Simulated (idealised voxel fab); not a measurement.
process module | voxel wiring stack
cross-section cut | 170 nm wide | cells 5 nm
A cross-section is a grid of square cells, given in bands from the top down. A band is one or more rows of cells.
Each band's line starts with the height of the band's top and of its bottom, in nm. Then come its materials from left to right, each with its width in nm. One material with "throughout" fills the band from edge to edge. "air" is empty space.
Height 0 is the level under which the wafer as received is all one material. The lowest band goes on downwards, as in "0 down".
A width such as "30 to 40" changes by the same amount from each row of cells to the next, from the band's top row to its bottom row.
"no change" after a step means that no cell of the cross-section changed.
closed voids: empty space of 8 cells or more with no open way to the top, each as width x height at its distance from the left edge, in nm
after a step's settings: what the simulator itself notes on the step
overlay nm, on a step with a mask: how far to the right of its planned place the mask lay; to the left if negative
plan
1 op RECEIVE | material Si
2 op CONFORMAL_DEP | material SiO2 | thk nm 10
3 op DIRECTIONAL_DEP | material TiN | thk nm 5
4 op DIRECTIONAL_DEP | material Ru | thk nm 25
5 op DIRECTIONAL_DEP | material aC | thk nm 10
6 op PATTERN | tone cover | mask id METAL_1 | material resist | width nm 20 | pitch nm 35 | thk nm 30 | overlay nm 0
7 op DIRECTIONAL_ETCH | etch materials aC | depth nm 10
8 op STRIP | etch materials resist
9 op DIRECTIONAL_ETCH | etch materials Ru | depth nm 25
10 op DIRECTIONAL_ETCH | etch materials TiN | depth nm 5
11 op STRIP | etch materials aC
12 op CONFORMAL_DEP | material SiN | thk nm 5
13 op FILL_DEP | material lowk | thk nm 10
14 op CMP | height nm 40
15 op CONFORMAL_DEP | material SiCN | thk nm 5
16 op DIRECTIONAL_DEP | material lowk | thk nm 25
17 op DIRECTIONAL_DEP | material aC | thk nm 15
18 op PATTERN | tone open | mask id METAL_2 | material resist | width nm 20 | pitch nm 35 | thk nm 30 | overlay nm 0
19 op DIRECTIONAL_ETCH | etch materials aC | depth nm 15
20 op STRIP | etch materials resist
21 op DIRECTIONAL_ETCH | etch materials lowk | depth nm 15
22 op STRIP | etch materials aC
23 op DIRECTIONAL_DEP | material aC | thk nm 10
24 op PATTERN | tone open | mask id METAL_2_HOLES | material resist | width nm 15 | pitch nm 35 | thk nm 25 | overlay nm 0
25 op DIRECTIONAL_ETCH | etch materials aC | depth nm 10
26 op STRIP | etch materials resist
27 op DIRECTIONAL_ETCH | etch materials lowk | depth nm 10
28 op DIRECTIONAL_ETCH | etch materials SiCN | depth nm 5
29 op STRIP | etch materials aC
30 op CONFORMAL_DEP | material TiN | thk nm 5
31 op FILL_DEP | material Ru | thk nm 5
32 op CMP | height nm 70
33 op CONFORMAL_DEP | material SiCN | thk nm 5
first wafer, as planned
as received, after step 1
  0 down: Si throughout
  closed voids: none
after step 2
  10 to 0: SiO2 throughout
  below 0: unchanged
after step 3
  15 to 10: TiN throughout
  below 10: unchanged
after step 4
  40 to 15: Ru throughout
  below 15: unchanged
after step 5
  50 to 40: aC throughout
  below 40: unchanged
after step 6
  80 to 50: air 40 | resist 20 | air 15 | resist 20 | air 15 | resist 20 | air 40
  below 50: unchanged
after step 7
  70 to 50: air 40 | resist 20 | air 15 | resist 20 | air 15 | resist 20 | air 40
  50 to 40: air 40 | aC 20 | air 15 | aC 20 | air 15 | aC 20 | air 40
  below 40: unchanged
after step 8
  50 to 40: air 40 | aC 20 | air 15 | aC 20 | air 15 | aC 20 | air 40
  below 40: unchanged
after step 9
  50 to 40: air 40 | aC 20 | air 15 | aC 20 | air 15 | aC 20 | air 40
  40 to 15: air 40 | Ru 20 | air 15 | Ru 20 | air 15 | Ru 20 | air 40
  below 15: unchanged
after step 10
  50 to 40: air 40 | aC 20 | air 15 | aC 20 | air 15 | aC 20 | air 40
  40 to 15: air 40 | Ru 20 | air 15 | Ru 20 | air 15 | Ru 20 | air 40
  15 to 10: air 40 | TiN 20 | air 15 | TiN 20 | air 15 | TiN 20 | air 40
  below 10: unchanged
after step 11
  40 to 15: air 40 | Ru 20 | air 15 | Ru 20 | air 15 | Ru 20 | air 40
  below 15: unchanged
after step 12
  45 to 40: air 35 | SiN 30 | air 5 | SiN 30 | air 5 | SiN 30 | air 35
  40 to 15: air 35 | SiN 5 | Ru 20 | SiN 5 | air 5 | SiN 5 | Ru 20 | SiN 5 | air 5 | SiN 5 | Ru 20 | SiN 5 | air 35
  15 to 10: SiN 40 | TiN 20 | SiN 15 | TiN 20 | SiN 15 | TiN 20 | SiN 40
  below 10: unchanged
after step 13
  55 to 45: lowk throughout
  45 to 40: lowk 35 | SiN 30 | lowk 5 | SiN 30 | lowk 5 | SiN 30 | lowk 35
  40 to 15: lowk 35 | SiN 5 | Ru 20 | SiN 5 | lowk 5 | SiN 5 | Ru 20 | SiN 5 | lowk 5 | SiN 5 | Ru 20 | SiN 5 | lowk 35
  below 15: unchanged
after step 14
  40 to 15: lowk 35 | SiN 5 | Ru 20 | SiN 5 | lowk 5 | SiN 5 | Ru 20 | SiN 5 | lowk 5 | SiN 5 | Ru 20 | SiN 5 | lowk 35
  below 15: unchanged
after step 15
  45 to 40: SiCN throughout
  below 40: unchanged
after step 16
  70 to 45: lowk throughout
  below 45: unchanged
after step 17
  85 to 70: aC throughout
  below 70: unchanged
after step 18
  115 to 85: resist 40 | air 20 | resist 15 | air 20 | resist 15 | air 20 | resist 40
  below 85: unchanged
after step 19
  100 to 85: resist 40 | air 20 | resist 15 | air 20 | resist 15 | air 20 | resist 40
  85 to 70: aC 40 | air 20 | aC 15 | air 20 | aC 15 | air 20 | aC 40
  below 70: unchanged
after step 20
  85 to 70: aC 40 | air 20 | aC 15 | air 20 | aC 15 | air 20 | aC 40
  below 70: unchanged
after step 21
  85 to 70: aC 40 | air 20 | aC 15 | air 20 | aC 15 | air 20 | aC 40
  70 to 55: lowk 40 | air 20 | lowk 15 | air 20 | lowk 15 | air 20 | lowk 40
  below 55: unchanged
after step 22
  70 to 55: lowk 40 | air 20 | lowk 15 | air 20 | lowk 15 | air 20 | lowk 40
  below 55: unchanged
after step 23
  80 to 70: aC 40 | air 20 | aC 15 | air 20 | aC 15 | air 20 | aC 40
  70 to 65: lowk 40 | air 20 | lowk 15 | air 20 | lowk 15 | air 20 | lowk 40
  65 to 55: lowk 40 | aC 20 | lowk 15 | aC 20 | lowk 15 | aC 20 | lowk 40
  below 55: unchanged
after step 24
  105 to 80: resist 40 | air 15 | resist 20 | air 15 | resist 20 | air 15 | resist 45
  80 to 70: aC 40 | air 15 | resist 5 | aC 15 | air 15 | resist 5 | aC 15 | air 15 | resist 5 | aC 40
  70 to 65: lowk 40 | air 15 | resist 5 | lowk 15 | air 15 | resist 5 | lowk 15 | air 15 | resist 5 | lowk 40
  below 65: unchanged
after step 25
  95 to 80: resist 40 | air 15 | resist 20 | air 15 | resist 20 | air 15 | resist 45
  80 to 70: aC 40 | air 15 | resist 5 | aC 15 | air 15 | resist 5 | aC 15 | air 15 | resist 5 | aC 40
  70 to 65: lowk 40 | air 15 | resist 5 | lowk 15 | air 15 | resist 5 | lowk 15 | air 15 | resist 5 | lowk 40
  65 to 55: lowk 40 | air 15 | aC 5 | lowk 15 | air 15 | aC 5 | lowk 15 | air 15 | aC 5 | lowk 40
  below 55: unchanged
after step 26
  80 to 70: aC 40 | air 20 | aC 15 | air 20 | aC 15 | air 20 | aC 40
  70 to 65: lowk 40 | air 20 | lowk 15 | air 20 | lowk 15 | air 20 | lowk 40
  below 65: unchanged
after step 27
  80 to 70: aC 40 | air 20 | aC 15 | air 20 | aC 15 | air 20 | aC 40
  70 to 65: lowk 40 | air 20 | lowk 15 | air 20 | lowk 15 | air 20 | lowk 40
  65 to 55: lowk 40 | air 15 | aC 5 | lowk 15 | air 15 | aC 5 | lowk 15 | air 15 | aC 5 | lowk 40
  55 to 45: lowk 40 | air 15 | lowk 20 | air 15 | lowk 20 | air 15 | lowk 45
  below 45: unchanged
after step 28
  80 to 70: aC 40 | air 20 | aC 15 | air 20 | aC 15 | air 20 | aC 40
  70 to 65: lowk 40 | air 20 | lowk 15 | air 20 | lowk 15 | air 20 | lowk 40
  65 to 55: lowk 40 | air 15 | aC 5 | lowk 15 | air 15 | aC 5 | lowk 15 | air 15 | aC 5 | lowk 40
  55 to 45: lowk 40 | air 15 | lowk 20 | air 15 | lowk 20 | air 15 | lowk 45
  45 to 40: SiCN 40 | air 15 | SiCN 20 | air 15 | SiCN 20 | air 15 | SiCN 45
  below 40: unchanged
after step 29
  70 to 55: lowk 40 | air 20 | lowk 15 | air 20 | lowk 15 | air 20 | lowk 40
  below 55: unchanged
after step 30
  75 to 70: TiN 45 | air 10 | TiN 25 | air 10 | TiN 25 | air 10 | TiN 45
  70 to 60: lowk 40 | TiN 5 | air 10 | TiN 5 | lowk 15 | TiN 5 | air 10 | TiN 5 | lowk 15 | TiN 5 | air 10 | TiN 5 | lowk 40
  60 to 55: lowk 40 | TiN 5 | air 5 | TiN 10 | lowk 15 | TiN 5 | air 5 | TiN 10 | lowk 15 | TiN 5 | air 5 | TiN 10 | lowk 40
  55 to 45: lowk 40 | TiN 5 | air 5 | TiN 5 | lowk 20 | TiN 5 | air 5 | TiN 5 | lowk 20 | TiN 5 | air 5 | TiN 5 | lowk 45
  45 to 40: SiCN 40 | TiN 15 | SiCN 20 | TiN 15 | SiCN 20 | TiN 15 | SiCN 45
  below 40: unchanged
after step 31
  80 to 75: Ru throughout
  75 to 70: TiN 45 | Ru 10 | TiN 25 | Ru 10 | TiN 25 | Ru 10 | TiN 45
  70 to 60: lowk 40 | TiN 5 | Ru 10 | TiN 5 | lowk 15 | TiN 5 | Ru 10 | TiN 5 | lowk 15 | TiN 5 | Ru 10 | TiN 5 | lowk 40
  60 to 55: lowk 40 | TiN 5 | Ru 5 | TiN 10 | lowk 15 | TiN 5 | Ru 5 | TiN 10 | lowk 15 | TiN 5 | Ru 5 | TiN 10 | lowk 40
  55 to 45: lowk 40 | TiN 5 | Ru 5 | TiN 5 | lowk 20 | TiN 5 | Ru 5 | TiN 5 | lowk 20 | TiN 5 | Ru 5 | TiN 5 | lowk 45
  below 45: unchanged
after step 32
  70 to 60: lowk 40 | TiN 5 | Ru 10 | TiN 5 | lowk 15 | TiN 5 | Ru 10 | TiN 5 | lowk 15 | TiN 5 | Ru 10 | TiN 5 | lowk 40
  below 60: unchanged
after step 33
  75 to 70: SiCN throughout
  below 70: unchanged
second wafer: like start, like plan, one mistake. Through step 29 it matches the first wafer
when step 30 should have ended
  75 to 70: SiO2 45 | air 10 | SiO2 25 | air 10 | SiO2 25 | air 10 | SiO2 45
  70 to 60: lowk 40 | SiO2 5 | air 10 | SiO2 5 | lowk 15 | SiO2 5 | air 10 | SiO2 5 | lowk 15 | SiO2 5 | air 10 | SiO2 5 | lowk 40
  60 to 55: lowk 40 | SiO2 5 | air 5 | SiO2 10 | lowk 15 | SiO2 5 | air 5 | SiO2 10 | lowk 15 | SiO2 5 | air 5 | SiO2 10 | lowk 40
  55 to 45: lowk 40 | SiO2 5 | air 5 | SiO2 5 | lowk 20 | SiO2 5 | air 5 | SiO2 5 | lowk 20 | SiO2 5 | air 5 | SiO2 5 | lowk 45
  45 to 40: SiCN 40 | SiO2 15 | SiCN 20 | SiO2 15 | SiCN 20 | SiO2 15 | SiCN 45
  below 40: unchanged
when step 31 should have ended
  80 to 75: Ru throughout
  75 to 70: SiO2 45 | Ru 10 | SiO2 25 | Ru 10 | SiO2 25 | Ru 10 | SiO2 45
  70 to 60: lowk 40 | SiO2 5 | Ru 10 | SiO2 5 | lowk 15 | SiO2 5 | Ru 10 | SiO2 5 | lowk 15 | SiO2 5 | Ru 10 | SiO2 5 | lowk 40
  60 to 55: lowk 40 | SiO2 5 | Ru 5 | SiO2 10 | lowk 15 | SiO2 5 | Ru 5 | SiO2 10 | lowk 15 | SiO2 5 | Ru 5 | SiO2 10 | lowk 40
  55 to 45: lowk 40 | SiO2 5 | Ru 5 | SiO2 5 | lowk 20 | SiO2 5 | Ru 5 | SiO2 5 | lowk 20 | SiO2 5 | Ru 5 | SiO2 5 | lowk 45
  below 45: unchanged
when step 32 should have ended
  70 to 60: lowk 40 | SiO2 5 | Ru 10 | SiO2 5 | lowk 15 | SiO2 5 | Ru 10 | SiO2 5 | lowk 15 | SiO2 5 | Ru 10 | SiO2 5 | lowk 40
  below 60: unchanged
when step 33 should have ended
  75 to 70: SiCN throughout
  below 70: unchanged
what went wrong: step 30 ran as: op CONFORMAL_DEP | material SiO2 | thk nm 5
at the end the second wafer has, in cells: 42 more of SiO2 | 42 fewer of TiN
